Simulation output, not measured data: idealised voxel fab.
Presented below is a process module, voxel wiring stack.
Square cell edge 5 nm, section width 260 nm, ID cut.
When this document writes out a cross-section, it uses a grid of square cells and lists it as bands, beginning at the top and moving down, with a band standing for one or more rows of cells.
For a band, the entry starts with two heights in nm, that of the top and then that of the bottom, and carries on with the band's materials in order from left to right, each alongside its width in nm; the word "all across" beside a single material means it fills the band edge to edge, and "air" means empty space.
Height datum 0, below which the as-received substrate wafer is one material. Lowest band open at the bottom, running downward: "top 0, no bottom".
When a width is written as two numbers, as in "30..40", the first number is the width in the top row of cells of the band and the second is the width in its bottom row, and the width changes by the same amount from each row to the next.
Basically "remained the same" means that step didn't change any cell in the cross-section.
This entry, "Fully sealed voids", enumerates those empty regions of no fewer than 8 cells that possess no open connection to the top. Each region is reported in the form width x height at distance, the distance being taken from the left edge, with all three quantities expressed in nm.
Formally, on a step line, whatever follows the settings is a remark that the simulator itself makes on the step.
"overlay nm" denotes, for a step that has a mask, the displacement of the mask to the right of its planned place, with negative values corresponding to the left.
Layout of what follows: cross-section pairs, each bracketing one process step, the after cross-section shown only to the lowest band that changed, the step between and its settings noted under each pair. Pairs may originate in different runs of this module on the same starting wafer; a pair continues from the pair above only where its entry headed "Prior to processing" says so.

[Prior to processing]
top 100, bottom 80 = 60 SiO2, 5 TiN, 5 Cu, 5 TiN, 45 SiO2, 5 TiN, 5 Cu, 5 TiN, 45 SiO2, 5 TiN, 5 Cu, 5 TiN, 65 SiO2
top 80, bottom 75 = 60 SiCN, 15 TiN, 45 SiCN, 15 TiN, 45 SiCN, 15 TiN, 65 SiCN
top 75, bottom 65 = 55 lowk, 5 TiN, 20 Cu, 5 TiN, 30 lowk, 5 TiN, 20 Cu, 5 TiN, 30 lowk, 5 TiN, 20 Cu, 5 TiN, 55 lowk
top 65, bottom 60 = 55 lowk, 5 TiN, 5 Cu, 20 TiN, 30 lowk, 30 TiN, 30 lowk, 5 TiN, 5 Cu, 20 TiN, 55 lowk
top 60, bottom 45 = 55 lowk, 5 TiN, 5 Cu, 5 TiN, 105 lowk, 5 TiN, 5 Cu, 5 TiN, 70 lowk
top 45, bottom 40 = 55 SiCN, 15 TiN, 105 SiCN, 15 TiN, 70 SiCN
top 40, bottom 20 = 55 SiO2, 5 TiN, 20 Cu, 5 TiN, 30 SiO2, 5 TiN, 20 Cu, 5 TiN, 30 SiO2, 5 TiN, 20 Cu, 5 TiN, 55 SiO2
top 20, bottom 15 = 55 SiN, 30 TiN, 30 SiN, 30 TiN, 30 SiN, 30 TiN, 55 SiN
top 15, bottom 0 = SiO2 all across
top 0, no bottom = Si all across
Fully sealed voids: none

[Step Outcome]
top 105, bottom 100 = TiN all across
Rest of section, below 100: as before.
Fully sealed voids: none
Between the two cross-sections shown above, the process step is DIRECTIONAL_DEP,material TiN,thk nm 5

Prior to processing: The cross-section prior to this step is the one presented after the step of the pair immediately above.

[Step Outcome]
top 130, bottom 105 = W all across
Rest of section, below 105: as before.
Fully sealed voids: none
Between the two cross-sections shown above, the process step is DIRECTIONAL_DEP,material W,thk nm 25

Prior to processing: The cross-section prior to this step is the one presented after the step of the pair immediately above.

[Step Outcome]
top 130, bottom 105 = 55 air, 30 W, 30 air, 30 W, 30 air, 30 W, 55 air
Rest of section, below 105: as before.
Fully sealed voids: none
Between the two cross-sections shown above, the process step is MASKED_ETCH,tone cover,mask id METAL_3,width nm 30,pitch nm 60,etch materials W,depth nm 25,overlay nm 0

Prior to processing: The cross-section prior to this step is the one presented after the step of the pair immediately above.

[Step Outcome]
top 130, bottom 105 = 55 air, 30 W, 30 air, 30 W, 30 air, 30 W, 55 air
top 105, bottom 100 = 55 air, 30 TiN, 30 air, 30 TiN, 30 air, 30 TiN, 55 air
Rest of section, below 100: as before.
Fully sealed voids: none
Between the two cross-sections shown above, the process step is MASKED_ETCH,tone cover,mask id METAL_3,width nm 30,pitch nm 60,etch materials TiN,depth nm 5,overlay nm 0

Prior to processing: The cross-section prior to this step is the one presented after the step of the pair immediately above.

[Step Outcome]
top 135, bottom 130 = 50 air, 40 SiCN, 20 air, 40 SiCN, 20 air, 40 SiCN, 50 air
top 130, bottom 105 = 50 air, 5 SiCN, 30 W, 5 SiCN, 20 air, 5 SiCN, 30 W, 5 SiCN, 20 air, 5 SiCN, 30 W, 5 SiCN, 50 air
top 105, bottom 100 = 55 SiCN, 30 TiN, 30 SiCN, 30 TiN, 30 SiCN, 30 TiN, 55 SiCN
Rest of section, below 100: as before.
Fully sealed voids: none
Between the two cross-sections shown above, the process step is CONFORMAL_DEP,material SiCN,thk nm 5

Prior to processing: The cross-section prior to this step is the one presented after the step of the pair immediately above.

[Step Outcome]
top 145, bottom 135 = SiO2 all across
top 135, bottom 130 = 50 SiO2, 40 SiCN, 20 SiO2, 40 SiCN, 20 SiO2, 40 SiCN, 50 SiO2
top 130, bottom 105 = 50 SiO2, 5 SiCN, 30 W, 5 SiCN, 20 SiO2, 5 SiCN, 30 W, 5 SiCN, 20 SiO2, 5 SiCN, 30 W, 5 SiCN, 50 SiO2
Rest of section, below 105: as before.
Fully sealed voids: none
Between the two cross-sections shown above, the process step is FILL_DEP,material SiO2,thk nm 10

Prior to processing: The cross-section prior to this step is the one presented after the step of the pair immediately above.

[Step Outcome]
top 130, bottom 105 = 50 SiO2, 5 SiCN, 30 W, 5 SiCN, 20 SiO2, 5 SiCN, 30 W, 5 SiCN, 20 SiO2, 5 SiCN, 30 W, 5 SiCN, 50 SiO2
Rest of section, below 105: as before.
Fully sealed voids: none
Between the two cross-sections shown above, the process step is CMP,height nm 130

Prior to processing: The cross-section prior to this step is the one presented after the step of the pair immediately above.

[Step Outcome]
top 135, bottom 130 = SiCN all across
Rest of section, below 130: as before.
Fully sealed voids: none
Between the two cross-sections shown above, the process step is CONFORMAL_DEP,material SiCN,thk nm 5

Prior to processing: The cross-section prior to this step is the one presented after the step of the pair immediately above.

[Step Outcome]
top 155, bottom 135 = lowk all across
Rest of section, below 135: as before.
Fully sealed voids: none
Between the two cross-sections shown above, the process step is DIRECTIONAL_DEP,material lowk,thk nm 20

Prior to processing: The cross-section prior to this step is the one presented after the step of the pair immediately above.

[Step Outcome]
top 155, bottom 135 = 55 lowk, 15 air, 105 lowk, 15 air, 70 lowk
Rest of section, below 135: as before.
Fully sealed voids: none
Between the two cross-sections shown above, the process step is MASKED_ETCH,tone open,mask id PLUG_3,width nm 15,pitch nm 120,etch materials lowk,depth nm 20,overlay nm 0

Prior to processing: The cross-section prior to this step is the one presented after the step of the pair immediately above.

[Step Outcome]
top 155, bottom 135 = 55 lowk, 15 air, 105 lowk, 15 air, 70 lowk
top 135, bottom 130 = 55 SiCN, 15 air, 105 SiCN, 15 air, 70 SiCN
Rest of section, below 130: as before.
Fully sealed voids: none
Between the two cross-sections shown above, the process step is MASKED_ETCH,tone open,mask id PLUG_3,width nm 15,pitch nm 120,etch materials SiCN,depth nm 5,overlay nm 0

Prior to processing: The cross-section prior to this step is the one presented after the step of the pair immediately above.

[Step Outcome]
top 155, bottom 140 = 55 lowk, 15 air, 105 lowk, 15 air, 70 lowk
top 140, bottom 135 = 55 lowk, 15 Ru, 105 lowk, 15 Ru, 70 lowk
top 135, bottom 130 = 55 SiCN, 15 Ru, 105 SiCN, 15 Ru, 70 SiCN
Rest of section, below 130: as before.
Fully sealed voids: none
Between the two cross-sections shown above, the process step is EPI,material Ru,thk nm 10

Prior to processing: The cross-section prior to this step is the one presented after the step of the pair immediately above.

[Step Outcome]
top 155, bottom 150 = 55 lowk, 15 air, 105 lowk, 15 air, 70 lowk
top 150, bottom 135 = 55 lowk, 15 Ru, 105 lowk, 15 Ru, 70 lowk
Rest of section, below 135: as before.
Fully sealed voids: none
Between the two cross-sections shown above, the process step is EPI,material Ru,thk nm 10

Prior to processing: The cross-section prior to this step is the one presented after the step of the pair immediately above.

[Step Outcome]
top 155, bottom 135 = 55 lowk, 15 Ru, 105 lowk, 15 Ru, 70 lowk
Rest of section, below 135: as before.
Fully sealed voids: none
Between the two cross-sections shown above, the process step is EPI,material Ru,thk nm 5

Prior to processing: The cross-section prior to this step is the one presented after the step of the pair immediately above.

[Step Outcome]
top 160, bottom 155 = SiCN all across
Rest of section, below 155: as before.
Fully sealed voids: none
Between the two cross-sections shown above, the process step is CONFORMAL_DEP,material SiCN,thk nm 5

Prior to processing: The cross-section prior to this step is the one presented after the step of the pair immediately above.

[Step Outcome]
top 185, bottom 160 = SiO2 all across
Rest of section, below 160: as before.
Fully sealed voids: none
Between the two cross-sections shown above, the process step is DIRECTIONAL_DEP,material SiO2,thk nm 25

Prior to processing: The cross-section prior to this step is the one presented after the step of the pair immediately above.

[Step Outcome]
top 205, bottom 185 = 55 resist, 30 air, 30 resist, 30 air, 30 resist, 30 air, 55 resist
Rest of section, below 185: as before.
Fully sealed voids: none
Between the two cross-sections shown above, the process step is PATTERN,tone open,mask id METAL_4,material resist,width nm 30,pitch nm 60,thk nm 20,overlay nm 0

Prior to processing: The cross-section prior to this step is the one presented after the step of the pair immediately above.

[Step Outcome]
top 205, bottom 185 = 55 resist, 30 air, 30 resist, 30 air, 30 resist, 30 air, 55 resist
top 185, bottom 160 = 55 SiO2, 30 air, 30 SiO2, 30 air, 30 SiO2, 30 air, 55 SiO2
Rest of section, below 160: as before.
Fully sealed voids: none
Between the two cross-sections shown above, the process step is DIRECTIONAL_ETCH,etch materials SiO2,depth nm 25

Prior to processing: The cross-section prior to this step is the one presented after the step of the pair immediately above.

[Step Outcome]
top 205, bottom 185 = 55 resist, 30 air, 30 resist, 30 air, 30 resist, 30 air, 55 resist
top 185, bottom 160 = 55 SiO2, 30 air, 30 SiO2, 30 air, 30 SiO2, 30 air, 55 SiO2
top 160, bottom 155 = 55 SiCN, 30 air, 30 SiCN, 30 air, 30 SiCN, 30 air, 55 SiCN
Rest of section, below 155: as before.
Fully sealed voids: none
Between the two cross-sections shown above, the process step is DIRECTIONAL_ETCH,etch materials SiCN,depth nm 5

Prior to processing: The cross-section prior to this step is the one presented after the step of the pair immediately above.

[Step Outcome]
top 185, bottom 160 = 55 SiO2, 30 air, 30 SiO2, 30 air, 30 SiO2, 30 air, 55 SiO2
Rest of section, below 160: as before.
Fully sealed voids: none
Between the two cross-sections shown above, the process step is STRIP,etch materials resist

Prior to processing: The cross-section prior to this step is the one presented after the step of the pair immediately above.

[Step Outcome]
top 190, bottom 185 = 60 TiN, 20 air, 40 TiN, 20 air, 40 TiN, 20 air, 60 TiN
top 185, bottom 160 = 55 SiO2, 5 TiN, 20 air, 5 TiN, 30 SiO2, 5 TiN, 20 air, 5 TiN, 30 SiO2, 5 TiN, 20 air, 5 TiN, 55 SiO2
top 160, bottom 155 = 55 SiCN, 30 TiN, 30 SiCN, 30 TiN, 30 SiCN, 30 TiN, 55 SiCN
Rest of section, below 155: as before.
Fully sealed voids: none
Between the two cross-sections shown above, the process step is CONFORMAL_DEP,material TiN,thk nm 5

Prior to processing: The cross-section prior to this step is the one presented after the step of the pair immediately above.

[Step Outcome]
top 195, bottom 190 = W all across
top 190, bottom 185 = 60 TiN, 20 W, 40 TiN, 20 W, 40 TiN, 20 W, 60 TiN
top 185, bottom 160 = 55 SiO2, 5 TiN, 20 W, 5 TiN, 30 SiO2, 5 TiN, 20 W, 5 TiN, 30 SiO2, 5 TiN, 20 W, 5 TiN, 55 SiO2
Rest of section, below 160: as before.
Fully sealed voids: none
Between the two cross-sections shown above, the process step is FILL_DEP,material W,thk nm 5

Prior to processing: The cross-section prior to this step is the one presented after the step of the pair immediately above.

[Step Outcome]
top 185, bottom 160 = 55 SiO2, 5 TiN, 20 W, 5 TiN, 30 SiO2, 5 TiN, 20 W, 5 TiN, 30 SiO2, 5 TiN, 20 W, 5 TiN, 55 SiO2
Rest of section, below 160: as before.
Fully sealed voids: none
Between the two cross-sections shown above, the process step is CMP,height nm 185

Prior to processing: The cross-section prior to this step is the one presented after the step of the pair immediately above.

[Step Outcome]
top 190, bottom 185 = 50 air, 40 Ru, 20 air, 40 Ru, 20 air, 40 Ru, 50 air
Rest of section, below 185: as before.
Fully sealed voids: none
Between the two cross-sections shown above, the process step is EPI,material Ru,thk nm 5

Prior to processing: The cross-section prior to this step is the one presented after the step of the pair immediately above.

[Step Outcome]
top 195, bottom 190 = SiCN all across
top 190, bottom 185 = 50 SiCN, 40 Ru, 20 SiCN, 40 Ru, 20 SiCN, 40 Ru, 50 SiCN
Rest of section, below 185: as before.
Fully sealed voids: none
Between the two cross-sections shown above, the process step is FILL_DEP,material SiCN,thk nm 5

[Prior to processing]
top 0, no bottom = Si all across
Fully sealed voids: none

[Step Outcome]
top 15, bottom 0 = lowk all across
Rest of section, below 0: as before.
Fully sealed voids: none
Between the two cross-sections shown above, the process step is CONFORMAL_DEP,material lowk,thk nm 15

Prior to processing: The cross-section prior to this step is the one presented after the step of the pair immediately above.

[Step Outcome]
top 20, bottom 15 = SiN all across
Rest of section, below 15: as before.
Fully sealed voids: none
Between the two cross-sections shown above, the process step is CONFORMAL_DEP,material SiN,thk nm 5

Prior to processing: The cross-section prior to this step is the one presented after the step of the pair immediately above.

[Step Outcome]
top 40, bottom 20 = SiO2 all across
Rest of section, below 20: as before.
Fully sealed voids: none
Between the two cross-sections shown above, the process step is DIRECTIONAL_DEP,material SiO2,thk nm 20

Prior to processing: The cross-section prior to this step is the one presented after the step of the pair immediately above.

[Step Outcome]
top 60, bottom 40 = 55 resist, 30 air, 30 resist, 30 air, 30 resist, 30 air, 55 resist
Rest of section, below 40: as before.
Fully sealed voids: none
Between the two cross-sections shown above, the process step is PATTERN,tone open,mask id METAL_1,material resist,width nm 30,pitch nm 60,thk nm 20,overlay nm 0

Prior to processing: The cross-section prior to this step is the one presented after the step of the pair immediately above.

[Step Outcome]
top 60, bottom 40 = 55 resist, 30 air, 30 resist, 30 air, 30 resist, 30 air, 55 resist
top 40, bottom 20 = 55 SiO2, 30 air, 30 SiO2, 30 air, 30 SiO2, 30 air, 55 SiO2
Rest of section, below 20: as before.
Fully sealed voids: none
Between the two cross-sections shown above, the process step is DIRECTIONAL_ETCH,etch materials SiO2,depth nm 20

Prior to processing: The cross-section prior to this step is the one presented after the step of the pair immediately above.

[Step Outcome]
top 60, bottom 40 = 55 resist, 30 air, 30 resist, 30 air, 30 resist, 30 air, 55 resist
top 40, bottom 20 = 55 SiO2, 30 air, 30 SiO2, 30 air, 30 SiO2, 30 air, 55 SiO2
top 20, bottom 15 = 55 SiN, 30 air, 30 SiN, 30 air, 30 SiN, 30 air, 55 SiN
Rest of section, below 15: as before.
Fully sealed voids: none
Between the two cross-sections shown above, the process step is DIRECTIONAL_ETCH,etch materials SiN,depth nm 5

Prior to processing: The cross-section prior to this step is the one presented after the step of the pair immediately above.

[Step Outcome]
top 40, bottom 20 = 55 SiO2, 30 air, 30 SiO2, 30 air, 30 SiO2, 30 air, 55 SiO2
Rest of section, below 20: as before.
Fully sealed voids: none
Between the two cross-sections shown above, the process step is STRIP,etch materials resist

Prior to processing: The cross-section prior to this step is the one presented after the step of the pair immediately above.

[Step Outcome]
top 45, bottom 40 = 60 TiN, 20 air, 40 TiN, 20 air, 40 TiN, 20 air, 60 TiN
top 40, bottom 20 = 55 SiO2, 5 TiN, 20 air, 5 TiN, 30 SiO2, 5 TiN, 20 air, 5 TiN, 30 SiO2, 5 TiN, 20 air, 5 TiN, 55 SiO2
top 20, bottom 15 = 55 SiN, 30 TiN, 30 SiN, 30 TiN, 30 SiN, 30 TiN, 55 SiN
Rest of section, below 15: as before.
Fully sealed voids: none
Between the two cross-sections shown above, the process step is CONFORMAL_DEP,material TiN,thk nm 5

Prior to processing: The cross-section prior to this step is the one presented after the step of the pair immediately above.

[Step Outcome]
top 50, bottom 45 = Cu all across
top 45, bottom 40 = 60 TiN, 20 Cu, 40 TiN, 20 Cu, 40 TiN, 20 Cu, 60 TiN
top 40, bottom 20 = 55 SiO2, 5 TiN, 20 Cu, 5 TiN, 30 SiO2, 5 TiN, 20 Cu, 5 TiN, 30 SiO2, 5 TiN, 20 Cu, 5 TiN, 55 SiO2
Rest of section, below 20: as before.
Fully sealed voids: none
Between the two cross-sections shown above, the process step is FILL_DEP,material Cu,thk nm 5

Prior to processing: The cross-section prior to this step is the one presented after the step of the pair immediately above.

[Step Outcome]
top 40, bottom 20 = 55 SiO2, 5 TiN, 20 Cu, 5 TiN, 30 SiO2, 5 TiN, 20 Cu, 5 TiN, 30 SiO2, 5 TiN, 20 Cu, 5 TiN, 55 SiO2
Rest of section, below 20: as before.
Fully sealed voids: none
Between the two cross-sections shown above, the process step is CMP,height nm 40

Prior to processing: The cross-section prior to this step is the one presented after the step of the pair immediately above.

[Step Outcome]
top 45, bottom 40 = SiCN all across
Rest of section, below 40: as before.
Fully sealed voids: none
Between the two cross-sections shown above, the process step is CONFORMAL_DEP,material SiCN,thk nm 5

Prior to processing: The cross-section prior to this step is the one presented after the step of the pair immediately above.

[Step Outcome]
top 75, bottom 45 = lowk all across
Rest of section, below 45: as before.
Fully sealed voids: none
Between the two cross-sections shown above, the process step is DIRECTIONAL_DEP,material lowk,thk nm 30

Prior to processing: The cross-section prior to this step is the one presented after the step of the pair immediately above.

[Step Outcome]
top 95, bottom 75 = 55 resist, 15 air, 105 resist, 15 air, 70 resist
Rest of section, below 75: as before.
Fully sealed voids: none
Between the two cross-sections shown above, the process step is PATTERN,tone open,mask id METAL_2_HOLES,material resist,width nm 15,pitch nm 120,thk nm 20,overlay nm 0

Prior to processing: The cross-section prior to this step is the one presented after the step of the pair immediately above.

[Step Outcome]
top 95, bottom 75 = 55 resist, 15 air, 105 resist, 15 air, 70 resist
top 75, bottom 45 = 55 lowk, 15 air, 105 lowk, 15 air, 70 lowk
Rest of section, below 45: as before.
Fully sealed voids: none
Between the two cross-sections shown above, the process step is DIRECTIONAL_ETCH,etch materials lowk,depth nm 30

Prior to processing: The cross-section prior to this step is the one presented after the step of the pair immediately above.

[Step Outcome]
top 75, bottom 45 = 55 lowk, 15 air, 105 lowk, 15 air, 70 lowk
Rest of section, below 45: as before.
Fully sealed voids: none
Between the two cross-sections shown above, the process step is STRIP,etch materials resist

Prior to processing: The cross-section prior to this step is the one presented after the step of the pair immediately above.

[Step Outcome]
top 90, bottom 75 = 55 aC, 15 air, 105 aC, 15 air, 70 aC
top 75, bottom 60 = 55 lowk, 15 air, 105 lowk, 15 air, 70 lowk
top 60, bottom 45 = 55 lowk, 15 aC, 105 lowk, 15 aC, 70 lowk
Rest of section, below 45: as before.
Fully sealed voids: none
Between the two cross-sections shown above, the process step is DIRECTIONAL_DEP,material aC,thk nm 15

Prior to processing: The cross-section prior to this step is the one presented after the step of the pair immediately above.

[Step Outcome]
top 125, bottom 90 = 55 resist, 30 air, 30 resist, 30 air, 30 resist, 30 air, 55 resist
Rest of section, below 90: as before.
Fully sealed voids: none
Between the two cross-sections shown above, the process step is PATTERN,tone open,mask id METAL_2,material resist,width nm 30,pitch nm 60,thk nm 35,overlay nm 0

Prior to processing: The cross-section prior to this step is the one presented after the step of the pair immediately above.

[Step Outcome]
top 110, bottom 90 = 55 resist, 30 air, 30 resist, 30 air, 30 resist, 30 air, 55 resist
top 90, bottom 75 = 55 aC, 30 air, 30 aC, 30 air, 30 aC, 30 air, 55 aC
top 75, bottom 45 = 55 lowk, 15 air, 105 lowk, 15 air, 70 lowk
Rest of section, below 45: as before.
Fully sealed voids: none
Between the two cross-sections shown above, the process step is DIRECTIONAL_ETCH,etch materials aC,depth nm 15

Prior to processing: The cross-section prior to this step is the one presented after the step of the pair immediately above.

[Step Outcome]
top 90, bottom 75 = 55 aC, 30 air, 30 aC, 30 air, 30 aC, 30 air, 55 aC
Rest of section, below 75: as before.
Fully sealed voids: none
Between the two cross-sections shown above, the process step is STRIP,etch materials resist

Prior to processing: The cross-section prior to this step is the one presented after the step of the pair immediately above.

[Step Outcome]
top 90, bottom 75 = 55 aC, 30 air, 30 aC, 30 air, 30 aC, 30 air, 55 aC
top 75, bottom 60 = 55 lowk, 30 air, 30 lowk, 30 air, 30 lowk, 30 air, 55 lowk
Rest of section, below 60: as before.
Fully sealed voids: none
Between the two cross-sections shown above, the process step is DIRECTIONAL_ETCH,etch materials lowk,depth nm 15

Prior to processing: The cross-section prior to this step is the one presented after the step of the pair immediately above.

[Step Outcome]
top 90, bottom 75 = 55 aC, 30 air, 30 aC, 30 air, 30 aC, 30 air, 55 aC
top 75, bottom 60 = 55 lowk, 30 air, 30 lowk, 30 air, 30 lowk, 30 air, 55 lowk
top 60, bottom 45 = 55 lowk, 15 air, 105 lowk, 15 air, 70 lowk
top 45, bottom 40 = 55 SiCN, 15 air, 105 SiCN, 15 air, 70 SiCN
Rest of section, below 40: as before.
Fully sealed voids: none
Between the two cross-sections shown above, the process step is DIRECTIONAL_ETCH,etch materials SiCN,depth nm 5

Prior to processing: The cross-section prior to this step is the one presented after the step of the pair immediately above.

[Step Outcome]
top 75, bottom 60 = 55 lowk, 30 air, 30 lowk, 30 air, 30 lowk, 30 air, 55 lowk
Rest of section, below 60: as before.
Fully sealed voids: none
Between the two cross-sections shown above, the process step is STRIP,etch materials aC

Prior to processing: The cross-section prior to this step is the one presented after the step of the pair immediately above.

[Step Outcome]
top 80, bottom 75 = 60 TiN, 20 air, 40 TiN, 20 air, 40 TiN, 20 air, 60 TiN
top 75, bottom 65 = 55 lowk, 5 TiN, 20 air, 5 TiN, 30 lowk, 5 TiN, 20 air, 5 TiN, 30 lowk, 5 TiN, 20 air, 5 TiN, 55 lowk
top 65, bottom 60 = 55 lowk, 5 TiN, 5 air, 20 TiN, 30 lowk, 30 TiN, 30 lowk, 5 TiN, 5 air, 20 TiN, 55 lowk
top 60, bottom 45 = 55 lowk, 5 TiN, 5 air, 5 TiN, 105 lowk, 5 TiN, 5 air, 5 TiN, 70 lowk
top 45, bottom 40 = 55 SiCN, 15 TiN, 105 SiCN, 15 TiN, 70 SiCN
Rest of section, below 40: as before.
Fully sealed voids: none
Between the two cross-sections shown above, the process step is CONFORMAL_DEP,material TiN,thk nm 5

Prior to processing: The cross-section prior to this step is the one presented after the step of the pair immediately above.

[Step Outcome]
top 85, bottom 80 = Cu all across
top 80, bottom 75 = 60 TiN, 20 Cu, 40 TiN, 20 Cu, 40 TiN, 20 Cu, 60 TiN
top 75, bottom 65 = 55 lowk, 5 TiN, 20 Cu, 5 TiN, 30 lowk, 5 TiN, 20 Cu, 5 TiN, 30 lowk, 5 TiN, 20 Cu, 5 TiN, 55 lowk
top 65, bottom 60 = 55 lowk, 5 TiN, 5 Cu, 20 TiN, 30 lowk, 30 TiN, 30 lowk, 5 TiN, 5 Cu, 20 TiN, 55 lowk
top 60, bottom 45 = 55 lowk, 5 TiN, 5 Cu, 5 TiN, 105 lowk, 5 TiN, 5 Cu, 5 TiN, 70 lowk
Rest of section, below 45: as before.
Fully sealed voids: none
Between the two cross-sections shown above, the process step is FILL_DEP,material Cu,thk nm 5

Prior to processing: The cross-section prior to this step is the one presented after the step of the pair immediately above.

[Step Outcome]
top 75, bottom 65 = 55 lowk, 5 TiN, 20 Cu, 5 TiN, 30 lowk, 5 TiN, 20 Cu, 5 TiN, 30 lowk, 5 TiN, 20 Cu, 5 TiN, 55 lowk
Rest of section, below 65: as before.
Fully sealed voids: none
Between the two cross-sections shown above, the process step is CMP,height nm 75

Prior to processing: The cross-section prior to this step is the one presented after the step of the pair immediately above.

[Step Outcome]
top 80, bottom 75 = SiCN all across
Rest of section, below 75: as before.
Fully sealed voids: none
Between the two cross-sections shown above, the process step is CONFORMAL_DEP,material SiCN,thk nm 5

Prior to processing: The cross-section prior to this step is the one presented after the step of the pair immediately above.

[Step Outcome]
top 100, bottom 80 = SiO2 all across
Rest of section, below 80: as before.
Fully sealed voids: none
Between the two cross-sections shown above, the process step is DIRECTIONAL_DEP,material SiO2,thk nm 20

Prior to processing: The cross-section prior to this step is the one presented after the step of the pair immediately above.

[Step Outcome]
top 115, bottom 100 = 55 resist, 15 air, 45 resist, 15 air, 45 resist, 15 air, 70 resist
Rest of section, below 100: as before.
Fully sealed voids: none
Between the two cross-sections shown above, the process step is PATTERN,tone open,mask id PLUG_2,material resist,width nm 15,pitch nm 60,thk nm 15,overlay nm 0

Prior to processing: The cross-section prior to this step is the one presented after the step of the pair immediately above.

[Step Outcome]
top 115, bottom 100 = 55 resist, 15 air, 45 resist, 15 air, 45 resist, 15 air, 70 resist
top 100, bottom 80 = 55 SiO2, 15 air, 45 SiO2, 15 air, 45 SiO2, 15 air, 70 SiO2
Rest of section, below 80: as before.
Fully sealed voids: none
Between the two cross-sections shown above, the process step is DIRECTIONAL_ETCH,etch materials SiO2,depth nm 20

Prior to processing: The cross-section prior to this step is the one presented after the step of the pair immediately above.

[Step Outcome]
top 115, bottom 100 = 55 resist, 15 air, 45 resist, 15 air, 45 resist, 15 air, 70 resist
top 100, bottom 80 = 55 SiO2, 15 air, 45 SiO2, 15 air, 45 SiO2, 15 air, 70 SiO2
top 80, bottom 75 = 55 SiCN, 15 air, 45 SiCN, 15 air, 45 SiCN, 15 air, 70 SiCN
Rest of section, below 75: as before.
Fully sealed voids: none
Between the two cross-sections shown above, the process step is DIRECTIONAL_ETCH,etch materials SiCN,depth nm 5

Prior to processing: The cross-section prior to this step is the one presented after the step of the pair immediately above.

[Step Outcome]
top 100, bottom 80 = 55 SiO2, 15 air, 45 SiO2, 15 air, 45 SiO2, 15 air, 70 SiO2
Rest of section, below 80: as before.
Fully sealed voids: none
Between the two cross-sections shown above, the process step is STRIP,etch materials resist

Prior to processing: The cross-section prior to this step is the one presented after the step of the pair immediately above.

[Step Outcome]
top 105, bottom 100 = 60 TiN, 5 air, 55 TiN, 5 air, 55 TiN, 5 air, 75 TiN
top 100, bottom 80 = 55 SiO2, 5 TiN, 5 air, 5 TiN, 45 SiO2, 5 TiN, 5 air, 5 TiN, 45 SiO2, 5 TiN, 5 air, 5 TiN, 70 SiO2
top 80, bottom 75 = 55 SiCN, 15 TiN, 45 SiCN, 15 TiN, 45 SiCN, 15 TiN, 70 SiCN
Rest of section, below 75: as before.
Fully sealed voids: none
Between the two cross-sections shown above, the process step is CONFORMAL_DEP,material TiN,thk nm 5

Prior to processing: The cross-section prior to this step is the one presented after the step of the pair immediately above.

[Step Outcome]
top 115, bottom 105 = Cu all across
top 105, bottom 100 = 60 TiN, 5 Cu, 55 TiN, 5 Cu, 55 TiN, 5 Cu, 75 TiN
top 100, bottom 80 = 55 SiO2, 5 TiN, 5 Cu, 5 TiN, 45 SiO2, 5 TiN, 5 Cu, 5 TiN, 45 SiO2, 5 TiN, 5 Cu, 5 TiN, 70 SiO2
Rest of section, below 80: as before.
Fully sealed voids: none
Between the two cross-sections shown above, the process step is FILL_DEP,material Cu,thk nm 10

Prior to processing: The cross-section prior to this step is the one presented after the step of the pair immediately above.

[Step Outcome]
top 100, bottom 80 = 55 SiO2, 5 TiN, 5 Cu, 5 TiN, 45 SiO2, 5 TiN, 5 Cu, 5 TiN, 45 SiO2, 5 TiN, 5 Cu, 5 TiN, 70 SiO2
Rest of section, below 80: as before.
Fully sealed voids: none
Between the two cross-sections shown above, the process step is CMP,height nm 100

Prior to processing: The cross-section prior to this step is the one presented after the step of the pair immediately above.

[Step Outcome]
top 105, bottom 100 = TiN all across
Rest of section, below 100: as before.
Fully sealed voids: none
Between the two cross-sections shown above, the process step is DIRECTIONAL_DEP,material TiN,thk nm 5

Prior to processing: The cross-section prior to this step is the one presented after the step of the pair immediately above.

[Step Outcome]
top 130, bottom 105 = W all across
Rest of section, below 105: as before.
Fully sealed voids: none
Between the two cross-sections shown above, the process step is DIRECTIONAL_DEP,material W,thk nm 25

Prior to processing: The cross-section prior to this step is the one presented after the step of the pair immediately above.

[Step Outcome]
top 130, bottom 105 = 55 air, 30 W, 30 air, 30 W, 30 air, 30 W, 55 air
Rest of section, below 105: as before.
Fully sealed voids: none
Between the two cross-sections shown above, the process step is MASKED_ETCH,tone cover,mask id METAL_3,width nm 30,pitch nm 60,etch materials W,depth nm 25,overlay nm 0

Prior to processing: The cross-section prior to this step is the one presented after the step of the pair immediately above.

[Step Outcome]
top 130, bottom 105 = 55 air, 30 W, 30 air, 30 W, 30 air, 30 W, 55 air
top 105, bottom 100 = 55 air, 30 TiN, 30 air, 30 TiN, 30 air, 30 TiN, 55 air
Rest of section, below 100: as before.
Fully sealed voids: none
Between the two cross-sections shown above, the process step is MASKED_ETCH,tone cover,mask id METAL_3,width nm 30,pitch nm 60,etch materials TiN,depth nm 5,overlay nm 0

Prior to processing: The cross-section prior to this step is the one presented after the step of the pair immediately above.

[Step Outcome]
top 135, bottom 130 = 50 air, 40 SiCN, 20 air, 40 SiCN, 20 air, 40 SiCN, 50 air
top 130, bottom 105 = 50 air, 5 SiCN, 30 W, 5 SiCN, 20 air, 5 SiCN, 30 W, 5 SiCN, 20 air, 5 SiCN, 30 W, 5 SiCN, 50 air
top 105, bottom 100 = 55 SiCN, 30 TiN, 30 SiCN, 30 TiN, 30 SiCN, 30 TiN, 55 SiCN
Rest of section, below 100: as before.
Fully sealed voids: none
Between the two cross-sections shown above, the process step is CONFORMAL_DEP,material SiCN,thk nm 5

Prior to processing: The cross-section prior to this step is the one presented after the step of the pair immediately above.

[Step Outcome]
top 145, bottom 135 = SiO2 all across
top 135, bottom 130 = 50 SiO2, 40 SiCN, 20 SiO2, 40 SiCN, 20 SiO2, 40 SiCN, 50 SiO2
top 130, bottom 105 = 50 SiO2, 5 SiCN, 30 W, 5 SiCN, 20 SiO2, 5 SiCN, 30 W, 5 SiCN, 20 SiO2, 5 SiCN, 30 W, 5 SiCN, 50 SiO2
Rest of section, below 105: as before.
Fully sealed voids: none
Between the two cross-sections shown above, the process step is FILL_DEP,material SiO2,thk nm 10

Prior to processing: The cross-section prior to this step is the one presented after the step of the pair immediately above.

[Step Outcome]
top 130, bottom 105 = 50 SiO2, 5 SiCN, 30 W, 5 SiCN, 20 SiO2, 5 SiCN, 30 W, 5 SiCN, 20 SiO2, 5 SiCN, 30 W, 5 SiCN, 50 SiO2
Rest of section, below 105: as before.
Fully sealed voids: none
Between the two cross-sections shown above, the process step is CMP,height nm 130
